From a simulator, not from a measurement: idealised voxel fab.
process module | voxel transistor to metal
cross-section cut | 150 nm wide | cells 5 nm
A cross-section is a grid of square cells, given in bands from the top down. A band is one or more rows of cells.
Each band's line starts with the height of the band's top and of its bottom, in nm. Then come its materials from left to right, each with its width in nm. One material with "throughout" fills the band from edge to edge. "air" is empty space.
Height 0 is the level under which the wafer as received is all one material. The lowest band goes on downwards, as in "0 down".
A width such as "30 to 40" changes by the same amount from each row of cells to the next, from the band's top row to its bottom row.
"no change" after a step means that no cell of the cross-section changed.
closed voids: empty space of 8 cells or more with no open way to the top, each as width x height at its distance from the left edge, in nm
after a step's settings: what the simulator itself notes on the step
overlay nm, on a step with a mask: how far to the right of its planned place the mask lay; to the left if negative
plan
1 op RECEIVE | material Si
2 op OXIDIZE | depth nm 5
3 op CONFORMAL_DEP | material SiN | thk nm 10
4 op PATTERN | tone cover | mask id ACTIVE | material resist | width nm 95 | thk nm 20 | overlay nm 0
5 op DIRECTIONAL_ETCH | etch materials SiN | depth nm 10
6 op DIRECTIONAL_ETCH | etch materials SiO2 | depth nm 5
7 op DIRECTIONAL_ETCH | etch materials Si | depth nm 35
8 op STRIP | etch materials resist
9 op FILL_DEP | material SiO2 | thk nm 5
10 op CMP | height nm 10
11 op SELECTIVE_ETCH | etch materials SiO2 | depth nm 10
12 op STRIP | etch materials SiN
13 op SELECTIVE_ETCH | etch materials SiO2 | depth nm 5
14 op OXIDIZE | depth nm 5
15 op DIRECTIONAL_DEP | material polySi | thk nm 30
16 op DIRECTIONAL_DEP | material SiCN | thk nm 10
17 op MASKED_ETCH | tone cover | mask id GATE | width nm 25 | etch materials SiCN | depth nm 20 | overlay nm 0
18 op MASKED_ETCH | tone cover | mask id GATE | width nm 25 | etch materials polySi | depth nm 40 | overlay nm 0
19 op CONFORMAL_DEP | material SiO2 | thk nm 5
20 op DIRECTIONAL_ETCH | etch materials SiO2 | depth nm 5
21 op CONFORMAL_DEP | material SiN | thk nm 5
22 op DIRECTIONAL_ETCH | etch materials SiN | depth nm 5
23 op DIRECTIONAL_ETCH | etch materials SiO2 | depth nm 5
24 op DIRECTIONAL_ETCH | etch materials Si | depth nm 5
25 op EPI | material SiGe | thk nm 10
26 op FILL_DEP | material SiO2 | thk nm 10
27 op CMP | height nm 25
28 op STRIP | etch materials polySi
29 op SELECTIVE_ETCH | etch materials SiO2 | depth nm 5
30 op CONFORMAL_DEP | material HfO2 | thk nm 5
31 op CONFORMAL_DEP | material TiN | thk nm 5
32 op FILL_DEP | material W | thk nm 10
33 op CMP | height nm 20
34 op DIRECTIONAL_DEP | material SiO2 | thk nm 15
35 op MASKED_ETCH | tone open | mask id CONTACT | width nm 15 | pitch nm 70 | etch materials SiO2 | depth nm 40 | overlay nm 0
36 op CONFORMAL_DEP | material TiN | thk nm 5
37 op FILL_DEP | material Ru | thk nm 10
38 op CMP | height nm 35
39 op CONFORMAL_DEP | material SiCN | thk nm 5
40 op DIRECTIONAL_DEP | material SiO2 | thk nm 20
41 op PATTERN | tone open | mask id METAL_1 | material resist | width nm 15 | pitch nm 70 | thk nm 15 | overlay nm 0
42 op DIRECTIONAL_ETCH | etch materials SiO2 | depth nm 20
43 op DIRECTIONAL_ETCH | etch materials SiCN | depth nm 5
44 op STRIP | etch materials resist
45 op CONFORMAL_DEP | material TiN | thk nm 5
46 op FILL_DEP | material Cu | thk nm 10
47 op CMP | height nm 60
48 op CONFORMAL_DEP | material SiN | thk nm 5
as received, after step 1
  0 down: Si throughout
  closed voids: none
first wafer at the end, as planned
  65 to 60: SiN throughout
  60 to 40: SiO2 30 | TiN 5 | Cu 5 | TiN 5 | SiO2 55 | TiN 5 | Cu 5 | TiN 5 | SiO2 35
  40 to 35: SiCN 30 | TiN 15 | SiCN 55 | TiN 15 | SiCN 35
  35 to 20: SiO2 30 | TiN 5 | Ru 5 | TiN 5 | SiO2 55 | TiN 5 | Ru 5 | TiN 5 | SiO2 35
  20 to 5: SiO2 30 | TiN 5 | Ru 5 | TiN 5 | SiO2 5 | SiN 5 | HfO2 5 | TiN 5 | W 15 | TiN 5 | HfO2 5 | SiN 5 | SiO2 5 | TiN 5 | Ru 5 | TiN 5 | SiO2 35
  5 to 0: SiO2 30 | TiN 15 | SiO2 5 | SiN 5 | HfO2 5 | TiN 5 | W 15 | TiN 5 | HfO2 5 | SiN 5 | SiO2 5 | TiN 15 | SiO2 35
  0 to -5: SiO2 30 | TiN 10 | SiGe 10 | SiN 5 | HfO2 5 | TiN 25 | HfO2 5 | SiN 5 | SiGe 10 | TiN 10 | SiO2 35
  -5 to -10: SiO2 20 | SiGe 30 | SiO2 5 | HfO2 35 | SiO2 5 | SiGe 30 | SiO2 25
  -10 to -15: SiO2 25 | SiGe 25 | Si 45 | SiGe 25 | SiO2 30
  -15 to -40: SiO2 25 | Si 95 | SiO2 30
  -40 down: Si throughout
  closed voids: none
second wafer at the end: like start, like plan, one mistake
  65 to 60: SiN throughout
  60 to 40: SiO2 30 | TiN 5 | Cu 5 | TiN 5 | SiO2 55 | TiN 5 | Cu 5 | TiN 5 | SiO2 35
  40 to 35: SiCN 30 | TiN 15 | SiCN 55 | TiN 15 | SiCN 35
  35 to 20: SiO2 30 | TiN 5 | Ru 5 | TiN 5 | SiO2 55 | TiN 5 | Ru 5 | TiN 5 | SiO2 35
  20 to 10: SiO2 30 | TiN 5 | Ru 5 | TiN 5 | SiO2 5 | SiN 5 | HfO2 5 | TiN 5 | W 15 | TiN 5 | HfO2 5 | SiN 5 | SiO2 5 | TiN 5 | Ru 5 | TiN 5 | SiO2 35
  10 to 5: SiO2 30 | TiN 15 | SiO2 5 | SiN 5 | HfO2 5 | TiN 5 | W 15 | TiN 5 | HfO2 5 | SiN 5 | SiO2 5 | TiN 15 | SiO2 35
  5 to 0: SiO2 30 | TiN 10 | SiGe 10 | SiN 5 | HfO2 5 | TiN 25 | HfO2 5 | SiN 5 | SiGe 10 | TiN 10 | SiO2 35
  0 to -5: SiO2 20 | SiN 5 | SiO2 5 | SiGe 20 | SiO2 5 | HfO2 35 | SiO2 5 | SiGe 20 | SiO2 5 | SiN 5 | SiO2 25
  -5 to -10: SiO2 35 | SiGe 15 | Si 45 | SiGe 15 | SiO2 40
  -10 to -40: SiO2 25 | Si 95 | SiO2 30
  -40 down: Si throughout
  closed voids: none
what went wrong: steps 12 and 13 were swapped
at the end the second wafer has, in cells: 2 fewer of HfO2 | 2 fewer of Ru | 19 more of Si | 8 fewer of SiGe | 2 more of SiO2 | 6 fewer of TiN | 3 fewer of W
